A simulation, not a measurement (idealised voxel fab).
The process module that follows is named voxel wiring stack.
For reference, the cross-section in this document is cut, with width 190 nm and square cells of 5 nm.
We lay out every cross-section as a grid of square cells and spell it out in bands from the top down, where one band means one or more rows of cells. The entry gives the band's vertical extent as a top height and a bottom height in nm, then its horizontal make-up as materials from left to right, each with a width in nm. "air" stands for empty space; a single material marked "full width" fills the band edge to edge. For the purposes of this specification, 0 denotes the height below which the wafer in its as-received condition is composed wholly of one material, and the lowermost band, lacking a lower limit, extends downward without end, as expressed in "top 0, no bottom". Width: "30..40" (first number = top row, second number = bottom row, same change from row to row of cells). Take "everything unchanged" at face value: in the step it is given for, the cross-section changed in none of its cells. Any empty space of 8 cells or more lacking an open way to the top shows up in "Sealed-off cavities" as width x height at distance, distance from the left edge, in nm. On each step's line, the part that comes after the settings is the simulator's own comment on the step. "overlay nm" answers the question of how far to the right of plan the mask lay on a step that has a mask, and when it is negative the answer is to the left. Everything after this point is organized in pairs: a cross-section before one process step, a cross-section after it that shows only as deep as the lowest changed band, and, under the pair, the intervening step with its settings. Because different runs of this module on the same starting wafer can supply different pairs, a pair continues from the pair above it only if its entry headed "Pre-processing view" says so.
# Pre-processing view
    top 0, no bottom | Si full width
    Sealed-off cavities: none
# Post-Step Snapshot
    top 15, bottom 0 | SiO2 full width
    Under the height 0 nothing was changed.
    Sealed-off cavities: none
Applied between the two views above: CONFORMAL_DEP: material SiO2, thk nm 15
Pre-processing view: we pick up right where the pair above leaves off, with its after cross-section.
# Post-Step Snapshot
    top 20, bottom 15 | SiN full width
    Under the height 15 nothing was changed.
    Sealed-off cavities: none
Applied between the two views above: CONFORMAL_DEP: material SiN, thk nm 5
Pre-processing view: we pick up right where the pair above leaves off, with its after cross-section.
# Post-Step Snapshot
    top 40, bottom 20 | lowk full width
    Under the height 20 nothing was changed.
    Sealed-off cavities: none
Applied between the two views above: DIRECTIONAL_DEP: material lowk, thk nm 20
Pre-processing view: we pick up right where the pair above leaves off, with its after cross-section.
# Post-Step Snapshot
    top 55, bottom 40 | 15 of resist  25 of air  20 of resist  25 of air  20 of resist  25 of air  20 of resist  25 of air  15 of resist
    Under the height 40 nothing was changed.
    Sealed-off cavities: none
Applied between the two views above: PATTERN: tone open, mask id METAL_1, material resist, width nm 25, pitch nm 45, thk nm 15, overlay nm 0
Pre-processing view: we pick up right where the pair above leaves off, with its after cross-section.
# Post-Step Snapshot
    top 55, bottom 40 | 15 of resist  25 of air  20 of resist  25 of air  20 of resist  25 of air  20 of resist  25 of air  15 of resist
    top 40, bottom 20 | 15 of lowk  25 of air  20 of lowk  25 of air  20 of lowk  25 of air  20 of lowk  25 of air  15 of lowk
    Under the height 20 nothing was changed.
    Sealed-off cavities: none
Applied between the two views above: DIRECTIONAL_ETCH: etch materials lowk, depth nm 20
Pre-processing view: we pick up right where the pair above leaves off, with its after cross-section.
# Post-Step Snapshot
    top 55, bottom 40 | 15 of resist  25 of air  20 of resist  25 of air  20 of resist  25 of air  20 of resist  25 of air  15 of resist
    top 40, bottom 20 | 15 of lowk  25 of air  20 of lowk  25 of air  20 of lowk  25 of air  20 of lowk  25 of air  15 of lowk
    top 20, bottom 15 | 15 of SiN  25 of air  20 of SiN  25 of air  20 of SiN  25 of air  20 of SiN  25 of air  15 of SiN
    Under the height 15 nothing was changed.
    Sealed-off cavities: none
Applied between the two views above: DIRECTIONAL_ETCH: etch materials SiN, depth nm 5
Pre-processing view: we pick up right where the pair above leaves off, with its after cross-section.
# Post-Step Snapshot
    top 40, bottom 20 | 15 of lowk  25 of air  20 of lowk  25 of air  20 of lowk  25 of air  20 of lowk  25 of air  15 of lowk
    Under the height 20 nothing was changed.
    Sealed-off cavities: none
Applied between the two views above: STRIP: etch materials resist
Pre-processing view: we pick up right where the pair above leaves off, with its after cross-section.
# Post-Step Snapshot
    top 45, bottom 40 | 20 of TiN  15 of air  30 of TiN  15 of air  30 of TiN  15 of air  30 of TiN  15 of air  20 of TiN
    top 40, bottom 20 | 15 of lowk  5 of TiN  15 of air  5 of TiN  20 of lowk  5 of TiN  15 of air  5 of TiN  20 of lowk  5 of TiN  15 of air  5 of TiN  20 of lowk  5 of TiN  15 of air  5 of TiN  15 of lowk
    top 20, bottom 15 | 15 of SiN  25 of TiN  20 of SiN  25 of TiN  20 of SiN  25 of TiN  20 of SiN  25 of TiN  15 of SiN
    Under the height 15 nothing was changed.
    Sealed-off cavities: none
Applied between the two views above: CONFORMAL_DEP: material TiN, thk nm 5
Pre-processing view: we pick up right where the pair above leaves off, with its after cross-section.
# Post-Step Snapshot
    top 55, bottom 45 | Cu full width
    top 45, bottom 40 | 20 of TiN  15 of Cu  30 of TiN  15 of Cu  30 of TiN  15 of Cu  30 of TiN  15 of Cu  20 of TiN
    top 40, bottom 20 | 15 of lowk  5 of TiN  15 of Cu  5 of TiN  20 of lowk  5 of TiN  15 of Cu  5 of TiN  20 of lowk  5 of TiN  15 of Cu  5 of TiN  20 of lowk  5 of TiN  15 of Cu  5 of TiN  15 of lowk
    Under the height 20 nothing was changed.
    Sealed-off cavities: none
Applied between the two views above: FILL_DEP: material Cu, thk nm 10
Pre-processing view: we pick up right where the pair above leaves off, with its after cross-section.
# Post-Step Snapshot
    top 40, bottom 20 | 15 of lowk  5 of TiN  15 of Cu  5 of TiN  20 of lowk  5 of TiN  15 of Cu  5 of TiN  20 of lowk  5 of TiN  15 of Cu  5 of TiN  20 of lowk  5 of TiN  15 of Cu  5 of TiN  15 of lowk
    Under the height 20 nothing was changed.
    Sealed-off cavities: none
Applied between the two views above: CMP: height nm 40
Pre-processing view: we pick up right where the pair above leaves off, with its after cross-section.
# Post-Step Snapshot
    top 45, bottom 40 | SiCN full width
    Under the height 40 nothing was changed.
    Sealed-off cavities: none
Applied between the two views above: CONFORMAL_DEP: material SiCN, thk nm 5
Pre-processing view: we pick up right where the pair above leaves off, with its after cross-section.
# Post-Step Snapshot
    top 55, bottom 45 | lowk full width
    Under the height 45 nothing was changed.
    Sealed-off cavities: none
Applied between the two views above: DIRECTIONAL_DEP: material lowk, thk nm 10
Pre-processing view: we pick up right where the pair above leaves off, with its after cross-section.
# Post-Step Snapshot
    top 75, bottom 55 | 15 of resist  15 of air  75 of resist  15 of air  70 of resist
    Under the height 55 nothing was changed.
    Sealed-off cavities: none
Applied between the two views above: PATTERN: tone open, mask id PLUG_1, material resist, width nm 15, pitch nm 90, thk nm 20, overlay nm 0
Pre-processing view: we pick up right where the pair above leaves off, with its after cross-section.
# Post-Step Snapshot
    top 75, bottom 55 | 15 of resist  15 of air  75 of resist  15 of air  70 of resist
    top 55, bottom 45 | 15 of lowk  15 of air  75 of lowk  15 of air  70 of lowk
    Under the height 45 nothing was changed.
    Sealed-off cavities: none
Applied between the two views above: DIRECTIONAL_ETCH: etch materials lowk, depth nm 10
Pre-processing view: we pick up right where the pair above leaves off, with its after cross-section.
# Post-Step Snapshot
    top 75, bottom 55 | 15 of resist  15 of air  75 of resist  15 of air  70 of resist
    top 55, bottom 45 | 15 of lowk  15 of air  75 of lowk  15 of air  70 of lowk
    top 45, bottom 40 | 15 of SiCN  15 of air  75 of SiCN  15 of air  70 of SiCN
    Under the height 40 nothing was changed.
    Sealed-off cavities: none
Applied between the two views above: DIRECTIONAL_ETCH: etch materials SiCN, depth nm 5
Pre-processing view: we pick up right where the pair above leaves off, with its after cross-section.
# Post-Step Snapshot
    top 55, bottom 45 | 15 of lowk  15 of air  75 of lowk  15 of air  70 of lowk
    Under the height 45 nothing was changed.
    Sealed-off cavities: none
Applied between the two views above: STRIP: etch materials resist
Pre-processing view: we pick up right where the pair above leaves off, with its after cross-section.
# Post-Step Snapshot
    top 60, bottom 55 | 20 of TiN  5 of air  85 of TiN  5 of air  75 of TiN
    top 55, bottom 45 | 15 of lowk  5 of TiN  5 of air  5 of TiN  75 of lowk  5 of TiN  5 of air  5 of TiN  70 of lowk
    top 45, bottom 40 | 15 of SiCN  15 of TiN  75 of SiCN  15 of TiN  70 of SiCN
    Under the height 40 nothing was changed.
    Sealed-off cavities: none
Applied between the two views above: CONFORMAL_DEP: material TiN, thk nm 5
Pre-processing view: we pick up right where the pair above leaves off, with its after cross-section.
# Post-Step Snapshot
    top 65, bottom 60 | W full width
    top 60, bottom 55 | 20 of TiN  5 of W  85 of TiN  5 of W  75 of TiN
    top 55, bottom 45 | 15 of lowk  5 of TiN  5 of W  5 of TiN  75 of lowk  5 of TiN  5 of W  5 of TiN  70 of lowk
    Under the height 45 nothing was changed.
    Sealed-off cavities: none
Applied between the two views above: FILL_DEP: material W, thk nm 5
Pre-processing view: we pick up right where the pair above leaves off, with its after cross-section.
# Post-Step Snapshot
    top 55, bottom 45 | 15 of lowk  5 of TiN  5 of W  5 of TiN  75 of lowk  5 of TiN  5 of W  5 of TiN  70 of lowk
    Under the height 45 nothing was changed.
    Sealed-off cavities: none
Applied between the two views above: CMP: height nm 55
Pre-processing view: we pick up right where the pair above leaves off, with its after cross-section.
# Post-Step Snapshot
    top 60, bottom 55 | SiN full width
    Under the height 55 nothing was changed.
    Sealed-off cavities: none
Applied between the two views above: CONFORMAL_DEP: material SiN, thk nm 5
Pre-processing view: we pick up right where the pair above leaves off, with its after cross-section.
# Post-Step Snapshot
    top 80, bottom 60 | lowk full width
    Under the height 60 nothing was changed.
    Sealed-off cavities: none
Applied between the two views above: DIRECTIONAL_DEP: material lowk, thk nm 20
Pre-processing view: we pick up right where the pair above leaves off, with its after cross-section.
# Post-Step Snapshot
    top 80, bottom 60 | 15 of lowk  25 of air  20 of lowk  25 of air  20 of lowk  25 of air  20 of lowk  25 of air  15 of lowk
    Under the height 60 nothing was changed.
    Sealed-off cavities: none
Applied between the two views above: MASKED_ETCH: tone open, mask id METAL_2, width nm 25, pitch nm 45, etch materials lowk, depth nm 20, overlay nm 0
Pre-processing view: we pick up right where the pair above leaves off, with its after cross-section.
# Post-Step Snapshot
    top 80, bottom 60 | 15 of lowk  25 of air  20 of lowk  25 of air  20 of lowk  25 of air  20 of lowk  25 of air  15 of lowk
    top 60, bottom 55 | 15 of SiN  25 of air  20 of SiN  25 of air  20 of SiN  25 of air  20 of SiN  25 of air  15 of SiN
    Under the height 55 nothing was changed.
    Sealed-off cavities: none
Applied between the two views above: MASKED_ETCH: tone open, mask id METAL_2, width nm 25, pitch nm 45, etch materials SiN, depth nm 5, overlay nm 0
Pre-processing view: we pick up right where the pair above leaves off, with its after cross-section.
# Post-Step Snapshot
    top 85, bottom 80 | 20 of TiN  15 of air  30 of TiN  15 of air  30 of TiN  15 of air  30 of TiN  15 of air  20 of TiN
    top 80, bottom 60 | 15 of lowk  5 of TiN  15 of air  5 of TiN  20 of lowk  5 of TiN  15 of air  5 of TiN  20 of lowk  5 of TiN  15 of air  5 of TiN  20 of lowk  5 of TiN  15 of air  5 of TiN  15 of lowk
    top 60, bottom 55 | 15 of SiN  25 of TiN  20 of SiN  25 of TiN  20 of SiN  25 of TiN  20 of SiN  25 of TiN  15 of SiN
    Under the height 55 nothing was changed.
    Sealed-off cavities: none
Applied between the two views above: CONFORMAL_DEP: material TiN, thk nm 5
Pre-processing view: we pick up right where the pair above leaves off, with its after cross-section.
# Post-Step Snapshot
    top 95, bottom 85 | Cu full width
    top 85, bottom 80 | 20 of TiN  15 of Cu  30 of TiN  15 of Cu  30 of TiN  15 of Cu  30 of TiN  15 of Cu  20 of TiN
    top 80, bottom 60 | 15 of lowk  5 of TiN  15 of Cu  5 of TiN  20 of lowk  5 of TiN  15 of Cu  5 of TiN  20 of lowk  5 of TiN  15 of Cu  5 of TiN  20 of lowk  5 of TiN  15 of Cu  5 of TiN  15 of lowk
    Under the height 60 nothing was changed.
    Sealed-off cavities: none
Applied between the two views above: FILL_DEP: material Cu, thk nm 10
Pre-processing view: we pick up right where the pair above leaves off, with its after cross-section.
# Post-Step Snapshot
    top 80, bottom 60 | 15 of lowk  5 of TiN  15 of Cu  5 of TiN  20 of lowk  5 of TiN  15 of Cu  5 of TiN  20 of lowk  5 of TiN  15 of Cu  5 of TiN  20 of lowk  5 of TiN  15 of Cu  5 of TiN  15 of lowk
    Under the height 60 nothing was changed.
    Sealed-off cavities: none
Applied between the two views above: CMP: height nm 80
Pre-processing view: we pick up right where the pair above leaves off, with its after cross-section.
# Post-Step Snapshot
    top 85, bottom 80 | 10 of air  35 of Ru  10 of air  35 of Ru  10 of air  35 of Ru  10 of air  35 of Ru  10 of air
    Under the height 80 nothing was changed.
    Sealed-off cavities: none
Applied between the two views above: EPI: material Ru, thk nm 5
Pre-processing view: we pick up right where the pair above leaves off, with its after cross-section.
# Post-Step Snapshot
    top 90, bottom 85 | SiCN full width
    top 85, bottom 80 | 10 of SiCN  35 of Ru  10 of SiCN  35 of Ru  10 of SiCN  35 of Ru  10 of SiCN  35 of Ru  10 of SiCN
    Under the height 80 nothing was changed.
    Sealed-off cavities: none
Applied between the two views above: FILL_DEP: material SiCN, thk nm 5
# Pre-processing view
    top 15, bottom 0 | SiO2 full width
    top 0, no bottom | Si full width
    Sealed-off cavities: none
# Post-Step Snapshot
    top 35, bottom 15 | lowk full width
    Under the height 15 nothing was changed.
    Sealed-off cavities: none
Applied between the two views above: DIRECTIONAL_DEP: material lowk, thk nm 20
Pre-processing view: we pick up right where the pair above leaves off, with its after cross-section.
# Post-Step Snapshot
    top 50, bottom 35 | 15 of resist  25 of air  20 of resist  25 of air  20 of resist  25 of air  20 of resist  25 of air  15 of resist
    Under the height 35 nothing was changed.
    Sealed-off cavities: none
Applied between the two views above: PATTERN: tone open, mask id METAL_1, material resist, width nm 25, pitch nm 45, thk nm 15, overlay nm 0
Pre-processing view: we pick up right where the pair above leaves off, with its after cross-section.
# Post-Step Snapshot
    top 50, bottom 35 | 15 of resist  25 of air  20 of resist  25 of air  20 of resist  25 of air  20 of resist  25 of air  15 of resist
    top 35, bottom 15 | 15 of lowk  25 of air  20 of lowk  25 of air  20 of lowk  25 of air  20 of lowk  25 of air  15 of lowk
    Under the height 15 nothing was changed.
    Sealed-off cavities: none
Applied between the two views above: DIRECTIONAL_ETCH: etch materials lowk, depth nm 20
Pre-processing view: we pick up right where the pair above leaves off, with its after cross-section.
# Post-Step Snapshot
    top 35, bottom 15 | 15 of lowk  25 of air  20 of lowk  25 of air  20 of lowk  25 of air  20 of lowk  25 of air  15 of lowk
    Under the height 15 nothing was changed.
    Sealed-off cavities: none
Applied between the two views above: STRIP: etch materials resist
Pre-processing view: we pick up right where the pair above leaves off, with its after cross-section.
# Post-Step Snapshot
    top 40, bottom 35 | 20 of TiN  15 of air  30 of TiN  15 of air  30 of TiN  15 of air  30 of TiN  15 of air  20 of TiN
    top 35, bottom 20 | 15 of lowk  5 of TiN  15 of air  5 of TiN  20 of lowk  5 of TiN  15 of air  5 of TiN  20 of lowk  5 of TiN  15 of air  5 of TiN  20 of lowk  5 of TiN  15 of air  5 of TiN  15 of lowk
    top 20, bottom 15 | 15 of lowk  25 of TiN  20 of lowk  25 of TiN  20 of lowk  25 of TiN  20 of lowk  25 of TiN  15 of lowk
    Under the height 15 nothing was changed.
    Sealed-off cavities: none
Applied between the two views above: CONFORMAL_DEP: material TiN, thk nm 5
Pre-processing view: we pick up right where the pair above leaves off, with its after cross-section.
# Post-Step Snapshot
    top 50, bottom 40 | Cu full width
    top 40, bottom 35 | 20 of TiN  15 of Cu  30 of TiN  15 of Cu  30 of TiN  15 of Cu  30 of TiN  15 of Cu  20 of TiN
    top 35, bottom 20 | 15 of lowk  5 of TiN  15 of Cu  5 of TiN  20 of lowk  5 of TiN  15 of Cu  5 of TiN  20 of lowk  5 of TiN  15 of Cu  5 of TiN  20 of lowk  5 of TiN  15 of Cu  5 of TiN  15 of lowk
    Under the height 20 nothing was changed.
    Sealed-off cavities: none
Applied between the two views above: FILL_DEP: material Cu, thk nm 10
Pre-processing view: we pick up right where the pair above leaves off, with its after cross-section.
# Post-Step Snapshot
    top 40, bottom 35 | 20 of TiN  15 of Cu  30 of TiN  15 of Cu  30 of TiN  15 of Cu  30 of TiN  15 of Cu  20 of TiN
    Under the height 35 nothing was changed.
    Sealed-off cavities: none
Applied between the two views above: CMP: height nm 40
Pre-processing view: we pick up right where the pair above leaves off, with its after cross-section.
# Post-Step Snapshot
    top 45, bottom 40 | SiCN full width
    Under the height 40 nothing was changed.
    Sealed-off cavities: none
Applied between the two views above: CONFORMAL_DEP: material SiCN, thk nm 5
Pre-processing view: we pick up right where the pair above leaves off, with its after cross-section.
# Post-Step Snapshot
    top 55, bottom 45 | lowk full width
    Under the height 45 nothing was changed.
    Sealed-off cavities: none
Applied between the two views above: DIRECTIONAL_DEP: material lowk, thk nm 10
Pre-processing view: we pick up right where the pair above leaves off, with its after cross-section.
# Post-Step Snapshot
    top 75, bottom 55 | 15 of resist  15 of air  75 of resist  15 of air  70 of resist
    Under the height 55 nothing was changed.
    Sealed-off cavities: none
Applied between the two views above: PATTERN: tone open, mask id PLUG_1, material resist, width nm 15, pitch nm 90, thk nm 20, overlay nm 0
Pre-processing view: we pick up right where the pair above leaves off, with its after cross-section.
# Post-Step Snapshot
    top 75, bottom 55 | 15 of resist  15 of air  75 of resist  15 of air  70 of resist
    top 55, bottom 45 | 15 of lowk  15 of air  75 of lowk  15 of air  70 of lowk
    Under the height 45 nothing was changed.
    Sealed-off cavities: none
Applied between the two views above: DIRECTIONAL_ETCH: etch materials lowk, depth nm 10
Pre-processing view: we pick up right where the pair above leaves off, with its after cross-section.
# Post-Step Snapshot
    top 75, bottom 55 | 15 of resist  15 of air  75 of resist  15 of air  70 of resist
    top 55, bottom 45 | 15 of lowk  15 of air  75 of lowk  15 of air  70 of lowk
    top 45, bottom 40 | 15 of SiCN  15 of air  75 of SiCN  15 of air  70 of SiCN
    Under the height 40 nothing was changed.
    Sealed-off cavities: none
Applied between the two views above: DIRECTIONAL_ETCH: etch materials SiCN, depth nm 5
Pre-processing view: we pick up right where the pair above leaves off, with its after cross-section.
# Post-Step Snapshot
    top 55, bottom 45 | 15 of lowk  15 of air  75 of lowk  15 of air  70 of lowk
    Under the height 45 nothing was changed.
    Sealed-off cavities: none
Applied between the two views above: STRIP: etch materials resist
Pre-processing view: we pick up right where the pair above leaves off, with its after cross-section.
# Post-Step Snapshot
    top 60, bottom 55 | 20 of TiN  5 of air  85 of TiN  5 of air  75 of TiN
    top 55, bottom 45 | 15 of lowk  5 of TiN  5 of air  5 of TiN  75 of lowk  5 of TiN  5 of air  5 of TiN  70 of lowk
    top 45, bottom 40 | 15 of SiCN  15 of TiN  75 of SiCN  15 of TiN  70 of SiCN
    Under the height 40 nothing was changed.
    Sealed-off cavities: none
Applied between the two views above: CONFORMAL_DEP: material TiN, thk nm 5
Pre-processing view: we pick up right where the pair above leaves off, with its after cross-section.
# Post-Step Snapshot
    top 65, bottom 60 | W full width
    top 60, bottom 55 | 20 of TiN  5 of W  85 of TiN  5 of W  75 of TiN
    top 55, bottom 45 | 15 of lowk  5 of TiN  5 of W  5 of TiN  75 of lowk  5 of TiN  5 of W  5 of TiN  70 of lowk
    Under the height 45 nothing was changed.
    Sealed-off cavities: none
Applied between the two views above: FILL_DEP: material W, thk nm 5
Pre-processing view: we pick up right where the pair above leaves off, with its after cross-section.
# Post-Step Snapshot
    top 55, bottom 45 | 15 of lowk  5 of TiN  5 of W  5 of TiN  75 of lowk  5 of TiN  5 of W  5 of TiN  70 of lowk
    Under the height 45 nothing was changed.
    Sealed-off cavities: none
Applied between the two views above: CMP: height nm 55
Pre-processing view: we pick up right where the pair above leaves off, with its after cross-section.
# Post-Step Snapshot
    top 60, bottom 55 | SiN full width
    Under the height 55 nothing was changed.
    Sealed-off cavities: none
Applied between the two views above: CONFORMAL_DEP: material SiN, thk nm 5
Pre-processing view: we pick up right where the pair above leaves off, with its after cross-section.
# Post-Step Snapshot
    top 80, bottom 60 | lowk full width
    Under the height 60 nothing was changed.
    Sealed-off cavities: none
Applied between the two views above: DIRECTIONAL_DEP: material lowk, thk nm 20
Pre-processing view: we pick up right where the pair above leaves off, with its after cross-section.
# Post-Step Snapshot
    top 80, bottom 60 | 15 of lowk  25 of air  20 of lowk  25 of air  20 of lowk  25 of air  20 of lowk  25 of air  15 of lowk
    Under the height 60 nothing was changed.
    Sealed-off cavities: none
Applied between the two views above: MASKED_ETCH: tone open, mask id METAL_2, width nm 25, pitch nm 45, etch materials lowk, depth nm 20, overlay nm 0
Pre-processing view: we pick up right where the pair above leaves off, with its after cross-section.
# Post-Step Snapshot
    top 80, bottom 60 | 15 of lowk  25 of air  20 of lowk  25 of air  20 of lowk  25 of air  20 of lowk  25 of air  15 of lowk
    top 60, bottom 55 | 15 of SiN  25 of air  20 of SiN  25 of air  20 of SiN  25 of air  20 of SiN  25 of air  15 of SiN
    Under the height 55 nothing was changed.
    Sealed-off cavities: none
Applied between the two views above: MASKED_ETCH: tone open, mask id METAL_2, width nm 25, pitch nm 45, etch materials SiN, depth nm 5, overlay nm 0
Pre-processing view: we pick up right where the pair above leaves off, with its after cross-section.
# Post-Step Snapshot
    top 85, bottom 80 | 20 of TiN  15 of air  30 of TiN  15 of air  30 of TiN  15 of air  30 of TiN  15 of air  20 of TiN
    top 80, bottom 60 | 15 of lowk  5 of TiN  15 of air  5 of TiN  20 of lowk  5 of TiN  15 of air  5 of TiN  20 of lowk  5 of TiN  15 of air  5 of TiN  20 of lowk  5 of TiN  15 of air  5 of TiN  15 of lowk
    top 60, bottom 55 | 15 of SiN  25 of TiN  20 of SiN  25 of TiN  20 of SiN  25 of TiN  20 of SiN  25 of TiN  15 of SiN
    Under the height 55 nothing was changed.
    Sealed-off cavities: none
Applied between the two views above: CONFORMAL_DEP: material TiN, thk nm 5
Pre-processing view: we pick up right where the pair above leaves off, with its after cross-section.
# Post-Step Snapshot
    top 95, bottom 85 | Cu full width
    top 85, bottom 80 | 20 of TiN  15 of Cu  30 of TiN  15 of Cu  30 of TiN  15 of Cu  30 of TiN  15 of Cu  20 of TiN
    top 80, bottom 60 | 15 of lowk  5 of TiN  15 of Cu  5 of TiN  20 of lowk  5 of TiN  15 of Cu  5 of TiN  20 of lowk  5 of TiN  15 of Cu  5 of TiN  20 of lowk  5 of TiN  15 of Cu  5 of TiN  15 of lowk
    Under the height 60 nothing was changed.
    Sealed-off cavities: none
Applied between the two views above: FILL_DEP: material Cu, thk nm 10
Pre-processing view: we pick up right where the pair above leaves off, with its after cross-section.
# Post-Step Snapshot
    top 80, bottom 60 | 15 of lowk  5 of TiN  15 of Cu  5 of TiN  20 of lowk  5 of TiN  15 of Cu  5 of TiN  20 of lowk  5 of TiN  15 of Cu  5 of TiN  20 of lowk  5 of TiN  15 of Cu  5 of TiN  15 of lowk
    Under the height 60 nothing was changed.
    Sealed-off cavities: none
Applied between the two views above: CMP: height nm 80
Pre-processing view: we pick up right where the pair above leaves off, with its after cross-section.
# Post-Step Snapshot
    top 85, bottom 80 | 10 of air  35 of Ru  10 of air  35 of Ru  10 of air  35 of Ru  10 of air  35 of Ru  10 of air
    Under the height 80 nothing was changed.
    Sealed-off cavities: none
Applied between the two views above: EPI: material Ru, thk nm 5
Pre-processing view: we pick up right where the pair above leaves off, with its after cross-section.
# Post-Step Snapshot
    top 90, bottom 85 | SiCN full width
    top 85, bottom 80 | 10 of SiCN  35 of Ru  10 of SiCN  35 of Ru  10 of SiCN  35 of Ru  10 of SiCN  35 of Ru  10 of SiCN
    Under the height 80 nothing was changed.
    Sealed-off cavities: none
Applied between the two views above: FILL_DEP: material SiCN, thk nm 5
# Pre-processing view
    top 15, bottom 0 | SiO2 full width
    top 0, no bottom | Si full width
    Sealed-off cavities: none
# Post-Step Snapshot
    top 30, bottom 0 | SiO2 full width
    Under the height 0 nothing was changed.
    Sealed-off cavities: none
Applied between the two views above: CONFORMAL_DEP: material SiO2, thk nm 15
Pre-processing view: we pick up right where the pair above leaves off, with its after cross-section.
# Post-Step Snapshot
    top 35, bottom 30 | SiN full width
    Under the height 30 nothing was changed.
    Sealed-off cavities: none
Applied between the two views above: CONFORMAL_DEP: material SiN, thk nm 5
Pre-processing view: we pick up right where the pair above leaves off, with its after cross-section.
# Post-Step Snapshot
    top 55, bottom 35 | lowk full width
    Under the height 35 nothing was changed.
    Sealed-off cavities: none
Applied between the two views above: DIRECTIONAL_DEP: material lowk, thk nm 20
Pre-processing view: we pick up right where the pair above leaves off, with its after cross-section.
# Post-Step Snapshot
    top 70, bottom 55 | 15 of resist  25 of air  20 of resist  25 of air  20 of resist  25 of air  20 of resist  25 of air  15 of resist
    Under the height 55 nothing was changed.
    Sealed-off cavities: none
Applied between the two views above: PATTERN: tone open, mask id METAL_1, material resist, width nm 25, pitch nm 45, thk nm 15, overlay nm 0
Pre-processing view: we pick up right where the pair above leaves off, with its after cross-section.
# Post-Step Snapshot
    top 70, bottom 55 | 15 of resist  25 of air  20 of resist  25 of air  20 of resist  25 of air  20 of resist  25 of air  15 of resist
    top 55, bottom 35 | 15 of lowk  25 of air  20 of lowk  25 of air  20 of lowk  25 of air  20 of lowk  25 of air  15 of lowk
    Under the height 35 nothing was changed.
    Sealed-off cavities: none
Applied between the two views above: DIRECTIONAL_ETCH: etch materials lowk, depth nm 20
Pre-processing view: we pick up right where the pair above leaves off, with its after cross-section.
# Post-Step Snapshot
    top 70, bottom 55 | 15 of resist  25 of air  20 of resist  25 of air  20 of resist  25 of air  20 of resist  25 of air  15 of resist
    top 55, bottom 35 | 15 of lowk  25 of air  20 of lowk  25 of air  20 of lowk  25 of air  20 of lowk  25 of air  15 of lowk
    top 35, bottom 30 | 15 of SiN  25 of air  20 of SiN  25 of air  20 of SiN  25 of air  20 of SiN  25 of air  15 of SiN
    Under the height 30 nothing was changed.
    Sealed-off cavities: none
Applied between the two views above: DIRECTIONAL_ETCH: etch materials SiN, depth nm 5
Pre-processing view: we pick up right where the pair above leaves off, with its after cross-section.
# Post-Step Snapshot
    top 55, bottom 35 | 15 of lowk  25 of air  20 of lowk  25 of air  20 of lowk  25 of air  20 of lowk  25 of air  15 of lowk
    Under the height 35 nothing was changed.
    Sealed-off cavities: none
Applied between the two views above: STRIP: etch materials resist
Pre-processing view: we pick up right where the pair above leaves off, with its after cross-section.
# Post-Step Snapshot
    top 60, bottom 55 | 20 of TiN  15 of air  30 of TiN  15 of air  30 of TiN  15 of air  30 of TiN  15 of air  20 of TiN
    top 55, bottom 35 | 15 of lowk  5 of TiN  15 of air  5 of TiN  20 of lowk  5 of TiN  15 of air  5 of TiN  20 of lowk  5 of TiN  15 of air  5 of TiN  20 of lowk  5 of TiN  15 of air  5 of TiN  15 of lowk
    top 35, bottom 30 | 15 of SiN  25 of TiN  20 of SiN  25 of TiN  20 of SiN  25 of TiN  20 of SiN  25 of TiN  15 of SiN
    Under the height 30 nothing was changed.
    Sealed-off cavities: none
Applied between the two views above: CONFORMAL_DEP: material TiN, thk nm 5
Pre-processing view: we pick up right where the pair above leaves off, with its after cross-section.
# Post-Step Snapshot
    top 70, bottom 60 | Cu full width
    top 60, bottom 55 | 20 of TiN  15 of Cu  30 of TiN  15 of Cu  30 of TiN  15 of Cu  30 of TiN  15 of Cu  20 of TiN
    top 55, bottom 35 | 15 of lowk  5 of TiN  15 of Cu  5 of TiN  20 of lowk  5 of TiN  15 of Cu  5 of TiN  20 of lowk  5 of TiN  15 of Cu  5 of TiN  20 of lowk  5 of TiN  15 of Cu  5 of TiN  15 of lowk
    Under the height 35 nothing was changed.
    Sealed-off cavities: none
Applied between the two views above: FILL_DEP: material Cu, thk nm 10
Pre-processing view: we pick up right where the pair above leaves off, with its after cross-section.
# Post-Step Snapshot
    top 40, bottom 35 | 15 of lowk  5 of TiN  15 of Cu  5 of TiN  20 of lowk  5 of TiN  15 of Cu  5 of TiN  20 of lowk  5 of TiN  15 of Cu  5 of TiN  20 of lowk  5 of TiN  15 of Cu  5 of TiN  15 of lowk
    Under the height 35 nothing was changed.
    Sealed-off cavities: none
Applied between the two views above: CMP: height nm 40
Pre-processing view: we pick up right where the pair above leaves off, with its after cross-section.
# Post-Step Snapshot
    top 45, bottom 40 | SiCN full width
    Under the height 40 nothing was changed.
    Sealed-off cavities: none
Applied between the two views above: CONFORMAL_DEP: material SiCN, thk nm 5
Pre-processing view: we pick up right where the pair above leaves off, with its after cross-section.
# Post-Step Snapshot
    top 55, bottom 45 | lowk full width
    Under the height 45 nothing was changed.
    Sealed-off cavities: none
Applied between the two views above: DIRECTIONAL_DEP: material lowk, thk nm 10
Pre-processing view: we pick up right where the pair above leaves off, with its after cross-section.
# Post-Step Snapshot
    top 75, bottom 55 | 15 of resist  15 of air  75 of resist  15 of air  70 of resist
    Under the height 55 nothing was changed.
    Sealed-off cavities: none
Applied between the two views above: PATTERN: tone open, mask id PLUG_1, material resist, width nm 15, pitch nm 90, thk nm 20, overlay nm 0
Pre-processing view: we pick up right where the pair above leaves off, with its after cross-section.
# Post-Step Snapshot
    top 75, bottom 55 | 15 of resist  15 of air  75 of resist  15 of air  70 of resist
    top 55, bottom 45 | 15 of lowk  15 of air  75 of lowk  15 of air  70 of lowk
    Under the height 45 nothing was changed.
    Sealed-off cavities: none
Applied between the two views above: DIRECTIONAL_ETCH: etch materials lowk, depth nm 10
Pre-processing view: we pick up right where the pair above leaves off, with its after cross-section.
# Post-Step Snapshot
    top 75, bottom 55 | 15 of resist  15 of air  75 of resist  15 of air  70 of resist
    top 55, bottom 45 | 15 of lowk  15 of air  75 of lowk  15 of air  70 of lowk
    top 45, bottom 40 | 15 of SiCN  15 of air  75 of SiCN  15 of air  70 of SiCN
    Under the height 40 nothing was changed.
    Sealed-off cavities: none
Applied between the two views above: DIRECTIONAL_ETCH: etch materials SiCN, depth nm 5
Pre-processing view: we pick up right where the pair above leaves off, with its after cross-section.
# Post-Step Snapshot
    top 55, bottom 45 | 15 of lowk  15 of air  75 of lowk  15 of air  70 of lowk
    Under the height 45 nothing was changed.
    Sealed-off cavities: none
Applied between the two views above: STRIP: etch materials resist
